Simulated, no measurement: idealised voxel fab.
voxel self aligned vias: a process module
Cross-section cut spans 220 nm and uses square cells 5 nm in size.
Cross-section layout: square cells on a grid; listed as bands, top to bottom; a band spans one or more cell rows.
The entry gives the band's vertical extent as a top height and a bottom height in nm, then its horizontal make-up as materials from left to right, each with a width in nm. "empty" stands for empty space; a single material marked "throughout" fills the band edge to edge.
Height datum 0, below which the as-received substrate wafer is one material. Lowest band open at the bottom, running downward: "from 0 down".
Width "30->40": first value at the band's top row of cells, second value at its bottom row, equal change from row to row.
"everything unchanged" for a step: no cell of the cross-section changed in that step.
In "Closed void listing" the enclosed voids are listed, meaning empty spaces of 8 cells or larger without any opening to the top. The form is width x height at distance, distance from the left edge, units nm.
Formally, on a step line, whatever follows the settings is a remark that the simulator itself makes on the step.
Regarding "overlay nm": on a step with a mask, it is the distance the mask lay to the right of its planned place; a negative value places it to the left.
Process steps (planned)
1 RECEIVE with material Si
2 CONFORMAL_DEP with material SiO2, thk nm 10
3 CONFORMAL_DEP with material SiCN, thk nm 5
4 DIRECTIONAL_DEP with material lowk, thk nm 20
5 PATTERN with tone open, mask id LINES, material resist, width nm 25, pitch nm 70, thk nm 20, overlay nm 0
6 DIRECTIONAL_ETCH with etch materials lowk, depth nm 20
7 STRIP with etch materials resist
8 CONFORMAL_DEP with material TiN, thk nm 5
9 FILL_DEP with material Ru, thk nm 5
10 CMP with height nm 35
11 SELECTIVE_ETCH with etch materials W Ru TiN, depth nm 10
12 FILL_DEP with material SiN, thk nm 5
13 CMP with height nm 35
14 DIRECTIONAL_DEP with material lowk, thk nm 20
15 DIRECTIONAL_DEP with material aC, thk nm 10
16 PATTERN with tone open, mask id VIAS, material resist, width nm 45, pitch nm 70, thk nm 25, overlay nm 0
17 DIRECTIONAL_ETCH with etch materials aC, depth nm 10
18 STRIP with etch materials resist
19 DIRECTIONAL_ETCH with etch materials lowk, depth nm 20
20 DIRECTIONAL_ETCH with etch materials SiN, depth nm 10
21 STRIP with etch materials aC
22 CONFORMAL_DEP with material TiN, thk nm 5
23 FILL_DEP with material Ru, thk nm 10
24 CMP with height nm 55
25 CONFORMAL_DEP with material SiCN, thk nm 5
Here's what the wafer looked like in cross-section when it arrived - that's after step 1
* from 0 down: Si throughout
* Closed void listing: none
Module complete - cross-section of the first of two wafers, run according to plan
* from 60 to 55: SiCN throughout
* from 55 to 40: lowk=50; TiN=5; Ru=35; TiN=5; lowk=25; TiN=5; Ru=35; TiN=5; lowk=55
* from 40 to 30: lowk=50->60; TiN=15->5; Ru=15; TiN=15->5; lowk=25->45; TiN=15->5; Ru=15; TiN=15->5; lowk=55->65
* from 30 to 25: lowk=60; TiN=25; lowk=45; TiN=25; lowk=65
* from 25 to 20: lowk=60; TiN=5; Ru=15; TiN=5; lowk=45; TiN=5; Ru=15; TiN=5; lowk=65
* from 20 to 15: lowk=60; TiN=25; lowk=45; TiN=25; lowk=65
* from 15 to 10: SiCN throughout
* from 10 to 0: SiO2 throughout
* from 0 down: Si throughout
* Closed void listing: none
Presented here is a cross-section of the second of the two wafers as it stood at the end of the module. It was started in the same manner and assigned the same plan as the first wafer; however, one mistake was made in its execution
* from 60 to 55: SiCN throughout
* from 55 to 40: lowk=50; TiN=5; Ru=35; TiN=5; lowk=25; TiN=5; Ru=35; TiN=5; lowk=55
* from 40 to 30: lowk=50->60; TiN=15->5; Ru=15; TiN=15->5; lowk=25->45; TiN=15->5; Ru=15; TiN=15->5; lowk=55->65
* from 30 to 25: lowk=60; TiN=25; lowk=45; TiN=25; lowk=65
* from 25 to 20: lowk=60; TiN=5; Ru=15; TiN=5; lowk=45; TiN=5; Ru=15; TiN=5; lowk=65
* from 20 to 15: lowk=60; TiN=25; lowk=45; TiN=25; lowk=65
* from 15 to 10: SiCN throughout
* from 10 to 0: W throughout
* from 0 down: Si throughout
* Closed void listing: none
Heads up, the wafer didn't run the way we planned it: step 2: run off-plan, actual operation and settings CONFORMAL_DEP with material W, thk nm 10
Looking at both finished wafers in cells, the second ends up ahead of or behind the first on some materials: SiO2: 88 fewer, W: 88 more
